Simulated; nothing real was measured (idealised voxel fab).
The following is a process module called voxel ribs on slabs.
FYI the section here is cut, 270 nm wide, cells are 5 nm squares.
Cross-section format: a grid of square cells, given as bands from top to bottom; each band is one or more rows of cells.
Basically the band line says how high the top is and how high the bottom is, in nm, and then what's in it from left to right, every material with its width in nm. Empty space shows up as "blank", and if a single material carries "throughout" it runs the full band edge to edge.
Heads up on the height convention: 0 is the point under which the incoming wafer is all one material, and the lowest band has no bottom, it just keeps going down, like "0..down".
It should be noted that a width expressed as "30 to 40" varies in equal increments from row to row of cells within the band, taking the value of the first number at the top row and that of the second number at the bottom row.
It should be understood that the words "nothing altered", when stated for a given step, signify that the cross-section underwent no change in any of its cells during that step.
"Closed internal voids" specifies each empty space that is not open to the top and that occupies no fewer than 8 cells, using the form width x height at distance, the distance measured from the left edge and all three quantities in nm.
Note: text after step settings on the step line = simulator remark on that step.
On any step carrying a mask, the "overlay nm" setting, if present on the step's line, tells how far right of its planned place the mask lay; negative values point to the left.

Process steps - plan:
1: RECEIVE, material Si
2: DIRECTIONAL_DEP, material SiO2, thk nm 20
3: DIRECTIONAL_DEP, material SiN, thk nm 25
4: MASKED_ETCH, tone cover, mask id RIB, width nm 25, etch materials SiN, depth nm 5, overlay nm 0
5: MASKED_ETCH, tone cover, mask id SLAB, width nm 85, etch materials SiN, depth nm 20, overlay nm 0
6: FILL_DEP, material SiO2, thk nm 25
7: CMP, height nm 60
8: DIRECTIONAL_DEP, material W, thk nm 10
9: DIRECTIONAL_DEP, material aC, thk nm 10
10: PATTERN, tone cover, mask id HEATER, material resist, width nm 35, thk nm 25, overlay nm 0
11: DIRECTIONAL_ETCH, etch materials aC, depth nm 10
12: STRIP, etch materials resist
13: DIRECTIONAL_ETCH, etch materials W, depth nm 10
14: STRIP, etch materials aC
15: CONFORMAL_DEP, material SiN, thk nm 5

So this is the incoming wafer in cross-section - it's already been through step 1:
> 0..down | Si throughout
> Closed internal voids: none

Post-module cross-section: identical start and plan to those above, one misstep in execution:
> 75..70 | blank 110 nm / SiN 45 nm / blank 115 nm
> 70..65 | blank 110 nm / SiN 5 nm / W 35 nm / SiN 5 nm / blank 115 nm
> 65..60 | SiN 115 nm / W 35 nm / SiN 120 nm
> 60..25 | SiO2 throughout
> 25..0 | SiN throughout
> 0..down | Si throughout
> Closed internal voids: none
Misprocessing identified: step 3 occupied the plan position of step 2, and the converse holds as well
